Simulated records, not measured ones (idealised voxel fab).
Name of the process module below: voxel double patterning
175 nm wide, 5 nm square cells: that's cross-section cut.
Notation: cross-section as square-cell grid; stated in bands, top first, going down; one or more cell rows per band.
The entry gives the band's vertical extent as a top height and a bottom height in nm, then its horizontal make-up as materials from left to right, each with a width in nm. "empty" stands for empty space; a single material marked "full width" fills the band edge to edge.
Height 0 is the level under which the wafer as received is all one material. The lowest band goes on downwards, as in "0 down".
The notation "30..40" denotes a width that varies across the rows of cells in the band, beginning at the first number in the top row, finishing at the second number in the bottom row, and changing by an identical amount from each row to the next.
Step marked "left unchanged"? Then no cell in the cross-section changed in it.
Listed in "Closed void roster": every empty space of 8 or more cells without an open way to the top. Form: width x height at distance, the distance being from the left edge, all in nm.
On each step's line, the part that comes after the settings is the simulator's own comment on the step.
Regarding "overlay nm": on a step with a mask, it is the distance the mask lay to the right of its planned place; a negative value places it to the left.

### Below is the list of planned process steps
1) RECEIVE (material Si)
2) CONFORMAL_DEP (material SiN; thk nm 10)
3) DIRECTIONAL_DEP (material SiO2; thk nm 20)
4) DIRECTIONAL_DEP (material SiCN; thk nm 10)
5) MASKED_ETCH (tone open; mask id FIRST; width nm 15; pitch nm 50; etch materials SiCN; depth nm 10; overlay nm 0)
6) DIRECTIONAL_DEP (material aC; thk nm 15)
7) PATTERN (tone open; mask id SECOND; material resist; width nm 15; thk nm 35; overlay nm 0)
8) DIRECTIONAL_ETCH (etch materials aC; depth nm 15)
9) STRIP (etch materials resist)
10) DIRECTIONAL_ETCH (etch materials SiCN; depth nm 10)
11) STRIP (etch materials aC)
12) DIRECTIONAL_ETCH (etch materials SiO2; depth nm 20)
13) STRIP (etch materials SiCN)

### First of two wafers - as planned

### Cross-sectional view of the wafer in its as-received condition, corresponding to the state after step 1
0 down = Si full width
Closed void roster: none

### Wafer xsec, post step 2
10 to 0 = SiN full width
Unchanged below 0.

### Wafer xsec, post step 3
30 to 10 = SiO2 full width
Unchanged below 10.

### Wafer xsec, post step 4
40 to 30 = SiCN full width
Unchanged below 30.

### Wafer xsec, post step 5
40 to 30 = SiCN (55) | empty (15) | SiCN (35) | empty (15) | SiCN (55)
Unchanged below 30.

### Wafer xsec, post step 6
55 to 45 = aC (55) | empty (15) | aC (35) | empty (15) | aC (55)
45 to 40 = aC full width
40 to 30 = SiCN (55) | aC (15) | SiCN (35) | aC (15) | SiCN (55)
Unchanged below 30.

### Wafer xsec, post step 7
90 to 55 = resist (80) | empty (15) | resist (80)
55 to 45 = aC (55) | resist (15) | aC (35) | resist (15) | aC (55)
Unchanged below 45.

### Wafer xsec, post step 8
75 to 55 = resist (80) | empty (15) | resist (80)
55 to 45 = aC (55) | resist (15) | aC (10) | empty (15) | aC (10) | resist (15) | aC (55)
45 to 40 = aC (80) | empty (15) | aC (80)
Unchanged below 40.

### Wafer xsec, post step 9
55 to 45 = aC (55) | empty (15) | aC (10) | empty (15) | aC (10) | empty (15) | aC (55)
Unchanged below 45.

### Wafer xsec, post step 10
55 to 45 = aC (55) | empty (15) | aC (10) | empty (15) | aC (10) | empty (15) | aC (55)
45 to 40 = aC (80) | empty (15) | aC (80)
40 to 30 = SiCN (55) | aC (15) | SiCN (10) | empty (15) | SiCN (10) | aC (15) | SiCN (55)
Unchanged below 30.

### Wafer xsec, post step 11
40 to 30 = SiCN (55) | empty (15) | SiCN (10) | empty (15) | SiCN (10) | empty (15) | SiCN (55)
Unchanged below 30.

### Wafer xsec, post step 12
40 to 30 = SiCN (55) | empty (15) | SiCN (10) | empty (15) | SiCN (10) | empty (15) | SiCN (55)
30 to 10 = SiO2 (55) | empty (15) | SiO2 (10) | empty (15) | SiO2 (10) | empty (15) | SiO2 (55)
Unchanged below 10.

### Wafer xsec, post step 13
30 to 10 = SiO2 (55) | empty (15) | SiO2 (10) | empty (15) | SiO2 (10) | empty (15) | SiO2 (55)
Unchanged below 10.

### Companion wafer, the second of two: same beginning, same intended sequence, one mistake in carrying it out; through step 4 inclusive it tracks the first exactly

### X-section, second wafer, when step 5 was due to finish
40 to 30 = SiCN (65) | empty (15) | SiCN (35) | empty (15) | SiCN (45)
Unchanged below 30.

### X-section, second wafer, when step 6 was due to finish
55 to 45 = aC (65) | empty (15) | aC (35) | empty (15) | aC (45)
45 to 40 = aC full width
40 to 30 = SiCN (65) | aC (15) | SiCN (35) | aC (15) | SiCN (45)
Unchanged below 30.

### X-section, second wafer, when step 7 was due to finish
90 to 55 = resist (80) | empty (15) | resist (80)
55 to 45 = aC (65) | resist (15) | aC (35) | resist (15) | aC (45)
Unchanged below 45.

### X-section, second wafer, when step 8 was due to finish
75 to 55 = resist (80) | empty (15) | resist (80)
55 to 45 = aC (65) | resist (15) | empty (15) | aC (20) | resist (15) | aC (45)
45 to 40 = aC (80) | empty (15) | aC (80)
Unchanged below 40.

### X-section, second wafer, when step 9 was due to finish
55 to 45 = aC (65) | empty (30) | aC (20) | empty (15) | aC (45)
Unchanged below 45.

### X-section, second wafer, when step 10 was due to finish
55 to 45 = aC (65) | empty (30) | aC (20) | empty (15) | aC (45)
45 to 40 = aC (80) | empty (15) | aC (80)
40 to 30 = SiCN (65) | aC (15) | empty (15) | SiCN (20) | aC (15) | SiCN (45)
Unchanged below 30.

### X-section, second wafer, when step 11 was due to finish
40 to 30 = SiCN (65) | empty (30) | SiCN (20) | empty (15) | SiCN (45)
Unchanged below 30.

### X-section, second wafer, when step 12 was due to finish
40 to 30 = SiCN (65) | empty (30) | SiCN (20) | empty (15) | SiCN (45)
30 to 10 = SiO2 (65) | empty (30) | SiO2 (20) | empty (15) | SiO2 (45)
Unchanged below 10.

### X-section, second wafer, when step 13 was due to finish
30 to 10 = SiO2 (65) | empty (30) | SiO2 (20) | empty (15) | SiO2 (45)
Unchanged below 10.
Deviation noted in wafer processing: for step 5, the planned setting was not used; the step was instead run as MASKED_ETCH (tone open; mask id FIRST; width nm 15; pitch nm 50; etch materials SiCN; depth nm 10; overlay nm 10)
Both wafers, final: cells per material equal; arrangement not.
